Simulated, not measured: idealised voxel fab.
Title: Process Module voxel tone inversion
Section shown: cut. Width: 210 nm. Cell size: 5 nm, square.
Throughout this document, each cross-section is represented as a grid of square cells and is presented as a sequence of bands enumerated from the top downward, where a band comprises one or more rows of cells. First you get the band's top height and its bottom height, in nm, and then the materials it's made of, left to right, with each width in nm. If you see a single material with "full width", that one covers the band edge to edge. "air" is empty space. A quick word on heights: they are counted from 0, and under that level the wafer as it came to us is one material throughout. The lowest band is different from the rest in having no bottom; it simply continues downward, written as in "z 0 and below". The expression "30 to 40" gives the width at the extremes of the band, the first number at its top row of cells and the second at its bottom row, with the width changing by equal amounts from each row to the next in between. Reading "identical to before" for a step: not a cell of the cross-section changed in it. The entry "Enclosed cavity list" lists the empty spaces that cover at least 8 cells and have no open path to the top. Each is written as width x height at distance, where the distance is measured from the left edge and all three values are in nm. It should be noted that, on the line of a given step, the content following the step's settings is a remark produced by the simulator itself with respect to that step. A step's line can hold "overlay nm"; with a mask on that step, the setting says how far right of the planned place the mask lay, while a negative setting says it lay to the left.
-- Planned process steps
- 1: RECEIVE (material Si)
- 2: CONFORMAL_DEP (material SiN; thk nm 10)
- 3: DIRECTIONAL_DEP (material aC; thk nm 25)
- 4: PATTERN (tone cover; mask id POSTS; material resist; width nm 20; pitch nm 40; thk nm 30; overlay nm 0)
- 5: DIRECTIONAL_ETCH (etch materials aC; depth nm 25)
- 6: STRIP (etch materials resist)
- 7: FILL_DEP (material lowk; thk nm 10)
- 8: CMP (height nm 35)
- 9: STRIP (etch materials aC)
- 10: CONFORMAL_DEP (material TiN; thk nm 5)
- 11: FILL_DEP (material W; thk nm 5)
- 12: CMP (height nm 35)
- 13: CONFORMAL_DEP (material SiCN; thk nm 5)
-- As-received state of the wafer in cross-section, equivalent to post-step 1
z 0 and below = Si full width
Enclosed cavity list: none
-- a wafer at the end: this start, this plan, one mistake
z 40 to 35 = SiCN full width
z 35 to 15 = W=70 / TiN=5 / lowk=20 / TiN=5 / W=10 / TiN=5 / lowk=20 / TiN=5 / W=70
z 15 to 10 = TiN=75 / lowk=20 / TiN=20 / lowk=20 / TiN=75
z 10 to 0 = SiN full width
z 0 and below = Si full width
Enclosed cavity list: none
What went wrong in running the wafer? step 4 changed vs plan, executed as PATTERN (tone open; mask id POSTS; material resist; width nm 20; pitch nm 40; thk nm 30; overlay nm 0)
